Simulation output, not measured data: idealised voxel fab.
Process module name: voxel fin reveal
Square cell edge 5 nm, section width 295 nm, ID cut.
Think of the cross-section as a grid of square cells. We describe it in bands, top to bottom, and each band covers one or more rows of those cells.
The entry gives the band's vertical extent as a top height and a bottom height in nm, then its horizontal make-up as materials from left to right, each with a width in nm. "empty" stands for empty space; a single material marked "all across" fills the band edge to edge.
Basically, 0 is our baseline, since under it the wafer straight out of the box is all one material. The bottom band has no lower end and keeps on going down, so it looks like "0..down".
Top row gets the first number, bottom row gets the second, and each row in between changes by the same step: that is how a band width like "30..40" works.
"no modification", as given for a step, is the statement that not any cell of the cross-section underwent a change during that step.
Look at "Closed-off voids" for the closed voids: empty spaces with no open path to the top, sized 8 cells or up. Each is width x height at distance, distance from the left edge, all nm.
The remark found on a step's line after its settings is issued by the simulator itself and pertains to that step.
Each step line may optionally specify "overlay nm", which for a step with a mask gives the rightward distance between the mask's planned place and where it lay, a negative value indicating the leftward direction.
[The planned process steps are enumerated hereunder]
| 1 | RECEIVE: material Si |
| 2 | CONFORMAL_DEP: material SiN, thk nm 5 |
| 3 | PATTERN: tone cover, mask id FINS, material resist, width nm 15, pitch nm 35, thk nm 15, overlay nm 0 |
| 4 | DIRECTIONAL_ETCH: etch materials SiN, depth nm 5 |
| 5 | DIRECTIONAL_ETCH: etch materials Si, depth nm 35 |
| 6 | STRIP: etch materials resist |
| 7 | FILL_DEP: material SiO2, thk nm 15 |
| 8 | CMP: height nm 5 |
| 9 | SELECTIVE_ETCH: etch materials SiO2, depth nm 25 |
| 10 | STRIP: etch materials SiN |
| 11 | CONFORMAL_DEP: material HfO2, thk nm 5 |
[Wafer at receipt (post step 1), cross-section]
* 0..down  Si all across
* Closed-off voids: none
[Here's the cross-section of the first of our two wafers at the end of the module - it ran as planned]
* 5..0  empty (80) | HfO2 (25) | empty (10) | HfO2 (25) | empty (10) | HfO2 (25) | empty (10) | HfO2 (25) | empty (85)
* 0..-15  empty (80) | HfO2 (5) | Si (15) | HfO2 (5) | empty (10) | HfO2 (5) | Si (15) | HfO2 (5) | empty (10) | HfO2 (5) | Si (15) | HfO2 (5) | empty (10) | HfO2 (5) | Si (15) | HfO2 (5) | empty (85)
* -15..-20  HfO2 (85) | Si (15) | HfO2 (20) | Si (15) | HfO2 (20) | Si (15) | HfO2 (20) | Si (15) | HfO2 (90)
* -20..-35  SiO2 (85) | Si (15) | SiO2 (20) | Si (15) | SiO2 (20) | Si (15) | SiO2 (20) | Si (15) | SiO2 (90)
* -35..down  Si all across
* Closed-off voids: none
[This is the second of the two wafers, cross-sectioned at the end of the module; it started exactly like the first and was given the same plan, but it was run with one mistake]
* 5..0  empty (80) | HfO2 (25) | empty (10) | HfO2 (25) | empty (10) | HfO2 (25) | empty (10) | HfO2 (25) | empty (85)
* 0..-15  empty (80) | HfO2 (5) | Si (15) | HfO2 (5) | empty (10) | HfO2 (5) | Si (15) | HfO2 (5) | empty (10) | HfO2 (5) | Si (15) | HfO2 (5) | empty (10) | HfO2 (5) | Si (15) | HfO2 (5) | empty (85)
* -15..-20  HfO2 (65) | empty (15) | HfO2 (5) | Si (15) | HfO2 (5) | empty (10) | HfO2 (5) | Si (15) | HfO2 (5) | empty (10) | HfO2 (5) | Si (15) | HfO2 (5) | empty (10) | HfO2 (5) | Si (15) | HfO2 (5) | empty (15) | HfO2 (70)
* -20..-25  SiO2 (60) | HfO2 (25) | Si (15) | HfO2 (20) | Si (15) | HfO2 (20) | Si (15) | HfO2 (20) | Si (15) | HfO2 (25) | SiO2 (65)
* -25..-35  SiO2 (85) | Si (15) | SiO2 (20) | Si (15) | SiO2 (20) | Si (15) | SiO2 (20) | Si (15) | SiO2 (90)
* -35..down  Si all across
* Closed-off voids: none
Deviation noted in wafer processing: plan steps 9 and 10 run swapped
Final comparison by cell count, materials where the second wafer has more or fewer than the first: HfO2 +10; SiO2 -22
